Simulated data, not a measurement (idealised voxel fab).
Herein follows the process module entitled voxel fin reveal.
For reference, the cross-section in this document is cut, with width 255 nm and square cells of 5 nm.
When this document writes out a cross-section, it uses a grid of square cells and lists it as bands, beginning at the top and moving down, with a band standing for one or more rows of cells.
Look at the band entry: it leads with the top's height and the bottom's height in nm. Then it lists the materials left to right, with a width in nm for each. The word "everywhere" on a single material says that material fills the band edge to edge. The word "empty" is empty space.
Measure heights from 0. That's the level where, below it, the as-received wafer is all one material. The lowest band is bottomless and extends downward; write it as in "top 0, no bottom".
Width "30 to 40": first value at the band's top row of cells, second value at its bottom row, equal change from row to row.
Any step labelled "remained unchanged" changed none of the cells in the cross-section.
The entry "Voids lacking openings" lists the empty spaces that cover at least 8 cells and have no open path to the top. Each is written as width x height at distance, where the distance is measured from the left edge and all three values are in nm.
Note: text after step settings on the step line = simulator remark on that step.
If you see "overlay nm" on a step's line and that step has a mask, it's telling you how far right of where it was planned the mask ended up; a negative number means it went left instead.

-- List of planned process steps
1,op RECEIVE | material Si
2,op CONFORMAL_DEP | material SiN | thk nm 10
3,op PATTERN | tone cover | mask id FINS | material resist | width nm 15 | pitch nm 40 | thk nm 15 | overlay nm 0
4,op DIRECTIONAL_ETCH | etch materials SiN | depth nm 10
5,op DIRECTIONAL_ETCH | etch materials Si | depth nm 35
6,op STRIP | etch materials resist
7,op OXIDIZE | depth nm 5
8,op FILL_DEP | material SiO2 | thk nm 15
9,op CMP | height nm 10
10,op SELECTIVE_ETCH | etch materials SiO2 | depth nm 35
11,op STRIP | etch materials SiN

-- First wafer of two (run as planned)

-- Received-state cross-section, reflecting completion of step 1
* top 0, no bottom  Si everywhere
* Voids lacking openings: none

-- Cross-section of the wafer after step 2
* top 10, bottom 0  SiN everywhere
* Nothing below the height 0 has changed.

-- Cross-section of the wafer after step 3
* top 25, bottom 10  empty: 80 | resist: 15 | empty: 25 | resist: 15 | empty: 25 | resist: 15 | empty: 80
* Nothing below the height 10 has changed.

-- Cross-section of the wafer after step 4
* top 25, bottom 10  empty: 80 | resist: 15 | empty: 25 | resist: 15 | empty: 25 | resist: 15 | empty: 80
* top 10, bottom 0  empty: 80 | SiN: 15 | empty: 25 | SiN: 15 | empty: 25 | SiN: 15 | empty: 80
* Nothing below the height 0 has changed.

-- Cross-section of the wafer after step 5
* top 25, bottom 10  empty: 80 | resist: 15 | empty: 25 | resist: 15 | empty: 25 | resist: 15 | empty: 80
* top 10, bottom 0  empty: 80 | SiN: 15 | empty: 25 | SiN: 15 | empty: 25 | SiN: 15 | empty: 80
* top 0, bottom -35  empty: 80 | Si: 15 | empty: 25 | Si: 15 | empty: 25 | Si: 15 | empty: 80
* Nothing below the height -35 has changed.

-- Cross-section of the wafer after step 6
* top 10, bottom 0  empty: 80 | SiN: 15 | empty: 25 | SiN: 15 | empty: 25 | SiN: 15 | empty: 80
* Nothing below the height 0 has changed.

-- Cross-section of the wafer after step 7
* top 10, bottom 0  empty: 80 | SiN: 15 | empty: 25 | SiN: 15 | empty: 25 | SiN: 15 | empty: 80
* top 0, bottom -35  empty: 80 | SiO2: 5 | Si: 5 | SiO2: 5 | empty: 25 | SiO2: 5 | Si: 5 | SiO2: 5 | empty: 25 | SiO2: 5 | Si: 5 | SiO2: 5 | empty: 80
* top -35, bottom -40  SiO2: 85 | Si: 5 | SiO2: 35 | Si: 5 | SiO2: 35 | Si: 5 | SiO2: 85
* Nothing below the height -40 has changed.

-- Cross-section of the wafer after step 8
* top 25, bottom 10  SiO2 everywhere
* top 10, bottom 0  SiO2: 80 | SiN: 15 | SiO2: 25 | SiN: 15 | SiO2: 25 | SiN: 15 | SiO2: 80
* top 0, bottom -40  SiO2: 85 | Si: 5 | SiO2: 35 | Si: 5 | SiO2: 35 | Si: 5 | SiO2: 85
* Nothing below the height -40 has changed.

-- Cross-section of the wafer after step 9
* top 10, bottom 0  SiO2: 80 | SiN: 15 | SiO2: 25 | SiN: 15 | SiO2: 25 | SiN: 15 | SiO2: 80
* Nothing below the height 0 has changed.

-- Cross-section of the wafer after step 10
* top 10, bottom 0  empty: 80 | SiN: 15 | empty: 25 | SiN: 15 | empty: 25 | SiN: 15 | empty: 80
* top 0, bottom -25  empty: 85 | Si: 5 | empty: 35 | Si: 5 | empty: 35 | Si: 5 | empty: 85
* Nothing below the height -25 has changed.

-- Cross-section of the wafer after step 11
* top 0, bottom -25  empty: 85 | Si: 5 | empty: 35 | Si: 5 | empty: 35 | Si: 5 | empty: 85
* Nothing below the height -25 has changed.

-- Notes, second wafer: start = first wafer's, plan = first wafer's, execution had one mistake; history identical to first through step 9

-- Second wafer, cut view, end of step 10 per plan
* top 10, bottom 0  empty: 80 | SiN: 15 | empty: 25 | SiN: 15 | empty: 25 | SiN: 15 | empty: 80
* top 0, bottom -40  empty: 85 | Si: 5 | empty: 35 | Si: 5 | empty: 35 | Si: 5 | empty: 85
* Nothing below the height -40 has changed.

-- Second wafer, cut view, end of step 11 per plan
* top 0, bottom -40  empty: 85 | Si: 5 | empty: 35 | Si: 5 | empty: 35 | Si: 5 | empty: 85
* Nothing below the height -40 has changed.
The plan and the run diverged here: execution of plan step 10 occurred twice
In the final state, the cell counts of the second wafer exceed or fall short of those of the first for the following materials: SiO2 -144
